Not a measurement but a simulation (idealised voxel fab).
A process module follows: voxel wiring stack.
For reference, the cross-section in this document is cut, with width 215 nm and square cells of 5 nm.
How to read a cross-section here: the picture is a grid of square cells, written as bands going from the top down, and any band can span one or more rows of cells.
Per band: top height and bottom height in nm, followed by the left-to-right materials and their widths in nm; "all across" marks a single material spanning edge to edge, "air" marks empty space.
Note: height 0 marks the level under which the wafer is uniformly one material as received. Lowest band unbounded below, written "top 0, no bottom".
The notation "30..40" denotes a width that varies across the rows of cells in the band, beginning at the first number in the top row, finishing at the second number in the bottom row, and changing by an identical amount from each row to the next.
Any step labelled "left unchanged" changed none of the cells in the cross-section.
The entry titled "Enclosed void listing" provides the empty spaces that have no open way to the top, restricted to those of 8 cells or more. Each is presented as width x height at distance, the distance being measured from the left edge, with all three in nm.
It should be noted that, on the line of a given step, the content following the step's settings is a remark produced by the simulator itself with respect to that step.
"overlay nm" answers the question of how far to the right of plan the mask lay on a step that has a mask, and when it is negative the answer is to the left.
**Process steps (planned)**
| 1 | RECEIVE,material Si |
| 2 | CONFORMAL_DEP,material SiO2,thk nm 10 |
| 3 | CONFORMAL_DEP,material SiCN,thk nm 5 |
| 4 | DIRECTIONAL_DEP,material SiO2,thk nm 15 |
| 5 | MASKED_ETCH,tone open,mask id METAL_1,width nm 25,pitch nm 50,etch materials SiO2,depth nm 15,overlay nm 0 |
| 6 | MASKED_ETCH,tone open,mask id METAL_1,width nm 25,pitch nm 50,etch materials SiCN,depth nm 5,overlay nm 0 |
| 7 | CONFORMAL_DEP,material TiN,thk nm 5 |
| 8 | FILL_DEP,material W,thk nm 5 |
| 9 | CMP,height nm 30 |
| 10 | CONFORMAL_DEP,material SiCN,thk nm 5 |
| 11 | DIRECTIONAL_DEP,material lowk,thk nm 20 |
| 12 | PATTERN,tone open,mask id PLUG_1,material resist,width nm 15,pitch nm 100,thk nm 15,overlay nm 0 |
| 13 | DIRECTIONAL_ETCH,etch materials lowk,depth nm 20 |
| 14 | DIRECTIONAL_ETCH,etch materials SiCN,depth nm 5 |
| 15 | STRIP,etch materials resist |
| 16 | EPI,material Ru,thk nm 10 |
| 17 | EPI,material Ru,thk nm 10 |
| 18 | EPI,material Ru,thk nm 5 |
| 19 | DIRECTIONAL_DEP,material TiN,thk nm 5 |
| 20 | DIRECTIONAL_DEP,material Ru,thk nm 20 |
| 21 | PATTERN,tone cover,mask id METAL_2,material resist,width nm 25,pitch nm 50,thk nm 20,overlay nm 0 |
| 22 | DIRECTIONAL_ETCH,etch materials Ru,depth nm 20 |
| 23 | DIRECTIONAL_ETCH,etch materials TiN,depth nm 5 |
| 24 | STRIP,etch materials resist |
| 25 | FILL_DEP,material SiO2,thk nm 10 |
| 26 | CMP,height nm 80 |
| 27 | CONFORMAL_DEP,material SiCN,thk nm 5 |
| 28 | DIRECTIONAL_DEP,material lowk,thk nm 15 |
| 29 | PATTERN,tone open,mask id PLUG_2,material resist,width nm 15,pitch nm 100,thk nm 20,overlay nm 0 |
| 30 | DIRECTIONAL_ETCH,etch materials lowk,depth nm 15 |
| 31 | DIRECTIONAL_ETCH,etch materials SiCN,depth nm 5 |
| 32 | STRIP,etch materials resist |
| 33 | CONFORMAL_DEP,material TiN,thk nm 5 |
| 34 | FILL_DEP,material Cu,thk nm 5 |
| 35 | CMP,height nm 100 |
| 36 | DIRECTIONAL_DEP,material TiN,thk nm 5 |
| 37 | DIRECTIONAL_DEP,material Ru,thk nm 15 |
| 38 | MASKED_ETCH,tone cover,mask id METAL_3,width nm 25,pitch nm 50,etch materials Ru,depth nm 15,overlay nm 0 |
| 39 | MASKED_ETCH,tone cover,mask id METAL_3,width nm 25,pitch nm 50,etch materials TiN,depth nm 5,overlay nm 0 |
| 40 | FILL_DEP,material SiO2,thk nm 10 |
| 41 | CMP,height nm 120 |
| 42 | CONFORMAL_DEP,material SiN,thk nm 5 |
**Cross-section of the wafer upon arrival, representing the state reached after step 1**
	top 0, no bottom: Si all across
	Enclosed void listing: none
**First of two wafers: cross-section at end of module, run per plan**
	top 125, bottom 120: SiN all across
	top 120, bottom 105: 45 of SiO2, then 25 of Ru, then 25 of SiO2, then 25 of Ru, then 25 of SiO2, then 25 of Ru, then 45 of SiO2
	top 105, bottom 100: 45 of SiO2, then 25 of TiN, then 25 of SiO2, then 25 of TiN, then 25 of SiO2, then 25 of TiN, then 45 of SiO2
	top 100, bottom 85: 45 of lowk, then 5 of TiN, then 5 of Cu, then 5 of TiN, then 85 of lowk, then 5 of TiN, then 5 of Cu, then 5 of TiN, then 55 of lowk
	top 85, bottom 80: 45 of SiCN, then 15 of TiN, then 85 of SiCN, then 15 of TiN, then 55 of SiCN
	top 80, bottom 60: 45 of SiO2, then 25 of Ru, then 25 of SiO2, then 25 of Ru, then 25 of SiO2, then 25 of Ru, then 45 of SiO2
	top 60, bottom 55: 45 of SiO2, then 25 of TiN, then 25 of SiO2, then 25 of TiN, then 25 of SiO2, then 25 of TiN, then 45 of SiO2
	top 55, bottom 35: 45 of lowk, then 15 of Ru, then 85 of lowk, then 15 of Ru, then 55 of lowk
	top 35, bottom 30: 45 of SiCN, then 15 of Ru, then 85 of SiCN, then 15 of Ru, then 55 of SiCN
	top 30, bottom 15: 45 of SiO2, then 5 of TiN, then 15 of W, then 5 of TiN, then 25 of SiO2, then 5 of TiN, then 15 of W, then 5 of TiN, then 25 of SiO2, then 5 of TiN, then 15 of W, then 5 of TiN, then 45 of SiO2
	top 15, bottom 10: 45 of SiCN, then 25 of TiN, then 25 of SiCN, then 25 of TiN, then 25 of SiCN, then 25 of TiN, then 45 of SiCN
	top 10, bottom 0: SiO2 all across
	top 0, no bottom: Si all across
	Enclosed void listing: none
**Wafer two (of two), end-of-module cross-section: start = wafer one, plan = wafer one, one run mistake**
	top 125, bottom 120: SiN all across
	top 120, bottom 105: 45 of SiO2, then 25 of Ru, then 25 of SiO2, then 25 of Ru, then 25 of SiO2, then 25 of Ru, then 45 of SiO2
	top 105, bottom 100: 45 of SiO2, then 25 of TiN, then 25 of SiO2, then 25 of TiN, then 25 of SiO2, then 25 of TiN, then 45 of SiO2
	top 100, bottom 85: 45 of lowk, then 5 of TiN, then 5 of Cu, then 5 of TiN, then 85 of lowk, then 5 of TiN, then 5 of Cu, then 5 of TiN, then 55 of lowk
	top 85, bottom 80: 45 of SiCN, then 15 of TiN, then 85 of SiCN, then 15 of TiN, then 55 of SiCN
	top 80, bottom 70: 45 of SiO2, then 25 of Ru, then 25 of SiO2, then 25 of Ru, then 25 of SiO2, then 25 of Ru, then 45 of SiO2
	top 70, bottom 65: 45 of SiO2, then 25 of TiN, then 25 of SiO2, then 25 of Ru, then 25 of SiO2, then 25 of TiN, then 45 of SiO2
	top 65, bottom 60: 35 of SiO2, then 35 of Ru, then 25 of SiO2, then 25 of Ru, then 15 of SiO2, then 35 of Ru, then 45 of SiO2
	top 60, bottom 55: 35 of SiO2, then 35 of Ru, then 25 of SiO2, then 25 of TiN, then 15 of SiO2, then 35 of Ru, then 45 of SiO2
	top 55, bottom 35: 45 of lowk, then 15 of Ru, then 85 of lowk, then 15 of Ru, then 55 of lowk
	top 35, bottom 30: 45 of SiCN, then 15 of Ru, then 85 of SiCN, then 15 of Ru, then 55 of SiCN
	top 30, bottom 15: 45 of SiO2, then 5 of TiN, then 15 of W, then 5 of TiN, then 25 of SiO2, then 5 of TiN, then 15 of W, then 5 of TiN, then 25 of SiO2, then 5 of TiN, then 15 of W, then 5 of TiN, then 45 of SiO2
	top 15, bottom 10: 45 of SiCN, then 25 of TiN, then 25 of SiCN, then 25 of TiN, then 25 of SiCN, then 25 of TiN, then 45 of SiCN
	top 10, bottom 0: SiO2 all across
	top 0, no bottom: Si all across
	Enclosed void listing: none
Error vs. plan: among the identical steps 16 and 17, one was performed twice; which one remains unidentifiable
The closing comparison, in cells, has the second wafer with more or fewer of some materials than the first: Ru: 8 more | SiO2: 8 fewer
